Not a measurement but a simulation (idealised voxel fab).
process module | voxel trench capacitor
cross-section cut | 185 nm wide | cells 5 nm
A cross-section is a grid of square cells, given in bands from the top down. A band is one or more rows of cells.
Each band's line starts with the height of the band's top and of its bottom, in nm. Then come its materials from left to right, each with its width in nm. One material with "throughout" fills the band from edge to edge. "air" is empty space.
Height 0 is the level under which the wafer as received is all one material. The lowest band goes on downwards, as in "0 down".
A width such as "30 to 40" changes by the same amount from each row of cells to the next, from the band's top row to its bottom row.
"no change" after a step means that no cell of the cross-section changed.
closed voids: empty space of 8 cells or more with no open way to the top, each as width x height at its distance from the left edge, in nm
after a step's settings: what the simulator itself notes on the step
overlay nm, on a step with a mask: how far to the right of its planned place the mask lay; to the left if negative
plan
1 op RECEIVE | material Si
2 op CONFORMAL_DEP | material SiN | thk nm 10
3 op PATTERN | tone open | mask id TRENCH | material resist | width nm 15 | pitch nm 40 | thk nm 15 | overlay nm 0
4 op DIRECTIONAL_ETCH | etch materials SiN | depth nm 10
5 op DIRECTIONAL_ETCH | etch materials Si | depth nm 30
6 op STRIP | etch materials resist
7 op CONFORMAL_DEP | material Al2O3 | thk nm 5
8 op FILL_DEP | material polySi | thk nm 5
9 op CMP | height nm 10
varied across the wafers: width nm of step 3. The plan shows the first wafer's value. All wafers start alike
first wafer as received, after step 1
  0 down: Si throughout
  closed voids: none
each wafer at the end: cells of each material gained (+) or lost (-) since it was received, then its closed voids
width nm 15 | +68 Al2O3 | -72 Si | +50 SiN | +28 polySi | closed voids: none
width nm 20 | +72 Al2O3 | -96 Si | +42 SiN | +56 polySi | closed voids: none
width nm 25 | +76 Al2O3 | -120 Si | +34 SiN | +84 polySi | closed voids: none
